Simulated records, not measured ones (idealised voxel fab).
The following process module bears the name voxel capacitor over wiring.
Pictured: cross-section cut, 150 nm wide, on a grid of 5 nm square cells.
A cross-section is a grid of square cells, given in bands from the top down. A band is one or more rows of cells.
For a band, the entry starts with two heights in nm, that of the top and then that of the bottom, and carries on with the band's materials in order from left to right, each alongside its width in nm; the word "throughout" beside a single material means it fills the band edge to edge, and "empty" means empty space.
Heights from 0 (as-received wafer is one material below). Bottom band endless downward, as "top 0, no bottom".
Graded width ("30 to 40"): value in top row of band = first number; value in bottom row = second number; row-to-row change constant.
Reading "no modifications" for a step: not a cell of the cross-section changed in it.
Any empty space of 8 cells or more lacking an open way to the top shows up in "Closed void table" as width x height at distance, distance from the left edge, in nm.
Read whatever lies past the settings on a step's line as the simulator's own remark about the step.
Each step line may optionally specify "overlay nm", which for a step with a mask gives the rightward distance between the mask's planned place and where it lay, a negative value indicating the leftward direction.

-- Process steps (planned)
1 RECEIVE [material Si]
2 CONFORMAL_DEP [material SiO2] [thk nm 15]
3 CONFORMAL_DEP [material SiN] [thk nm 5]
4 DIRECTIONAL_DEP [material lowk] [thk nm 20]
5 PATTERN [tone open] [mask id METAL_1] [material resist] [width nm 25] [pitch nm 90] [thk nm 20] [overlay nm 0]
6 DIRECTIONAL_ETCH [etch materials lowk] [depth nm 20]
7 DIRECTIONAL_ETCH [etch materials SiN] [depth nm 5]
8 STRIP [etch materials resist]
9 CONFORMAL_DEP [material TiN] [thk nm 5]
10 FILL_DEP [material W] [thk nm 5]
11 CMP [height nm 40]
12 CONFORMAL_DEP [material SiCN] [thk nm 5]
13 DIRECTIONAL_DEP [material lowk] [thk nm 20]
14 DIRECTIONAL_DEP [material aC] [thk nm 15]
15 PATTERN [tone open] [mask id PLUG_1] [material resist] [width nm 15] [thk nm 35] [overlay nm 0]
16 DIRECTIONAL_ETCH [etch materials aC] [depth nm 15]
17 STRIP [etch materials resist]
18 DIRECTIONAL_ETCH [etch materials lowk] [depth nm 20]
19 DIRECTIONAL_ETCH [etch materials SiCN] [depth nm 5]
20 STRIP [etch materials aC]
21 EPI [material Ru] [thk nm 10]
22 EPI [material Ru] [thk nm 10]
23 EPI [material Ru] [thk nm 5]
24 DIRECTIONAL_DEP [material TiN] [thk nm 10]
25 DIRECTIONAL_DEP [material Al2O3] [thk nm 5]
26 DIRECTIONAL_DEP [material TiN] [thk nm 5]
27 PATTERN [tone cover] [mask id UPPER_PLATE] [material resist] [width nm 70] [thk nm 20] [overlay nm 0]
28 DIRECTIONAL_ETCH [etch materials TiN] [depth nm 5]
29 DIRECTIONAL_ETCH [etch materials Al2O3] [depth nm 5]
30 STRIP [etch materials resist]
31 DIRECTIONAL_DEP [material aC] [thk nm 10]
32 PATTERN [tone cover] [mask id LOWER_PLATE] [material resist] [width nm 80] [thk nm 25] [overlay nm 0]
33 DIRECTIONAL_ETCH [etch materials aC] [depth nm 10]
34 STRIP [etch materials resist]
35 DIRECTIONAL_ETCH [etch materials TiN] [depth nm 10]
36 STRIP [etch materials aC]
37 FILL_DEP [material SiO2] [thk nm 20]
38 CMP [height nm 100]
39 DIRECTIONAL_DEP [material aC] [thk nm 15]
40 PATTERN [tone open] [mask id PLUG_2] [material resist] [width nm 15] [thk nm 30] [overlay nm 0]
41 DIRECTIONAL_ETCH [etch materials aC] [depth nm 15]
42 STRIP [etch materials resist]
43 DIRECTIONAL_ETCH [etch materials SiO2] [depth nm 15]
44 STRIP [etch materials aC]
45 CONFORMAL_DEP [material TiN] [thk nm 5]
46 FILL_DEP [material Cu] [thk nm 10]
47 CMP [height nm 100]
48 CONFORMAL_DEP [material SiCN] [thk nm 5]

-- As-received state of the wafer in cross-section, equivalent to post-step 1
- top 0, no bottom  Si throughout
- Closed void table: none

-- Module complete, cross-section. Starting point and plan per above. One mistake made in running the module
- top 105, bottom 100  SiCN throughout
- top 100, bottom 90  SiO2=35, then TiN=5, then Cu=5, then TiN=5, then SiO2=100
- top 90, bottom 80  SiO2=35 to 25, then TiN=15 to 70, then SiO2=100 to 55
- top 80, bottom 75  SiO2=25, then Al2O3=70, then SiO2=55
- top 75, bottom 65  SiO2=20, then TiN=80, then SiO2=50
- top 65, bottom 45  lowk=25, then Ru=15, then lowk=110
- top 45, bottom 40  SiCN=25, then Ru=15, then SiCN=110
- top 40, bottom 20  lowk=20, then TiN=5, then W=10, then TiN=5, then lowk=70, then TiN=5, then W=10, then TiN=5, then lowk=20
- top 20, bottom 15  SiN=20, then TiN=20, then SiN=70, then TiN=20, then SiN=20
- top 15, bottom 0  SiO2 throughout
- top 0, no bottom  Si throughout
- Closed void table: none
In executing the process, a mistake was made relative to the plan: the process deviated at step 5: the operation and settings actually run there were PATTERN [tone open] [mask id METAL_1] [material resist] [width nm 20] [pitch nm 90] [thk nm 20] [overlay nm 0]
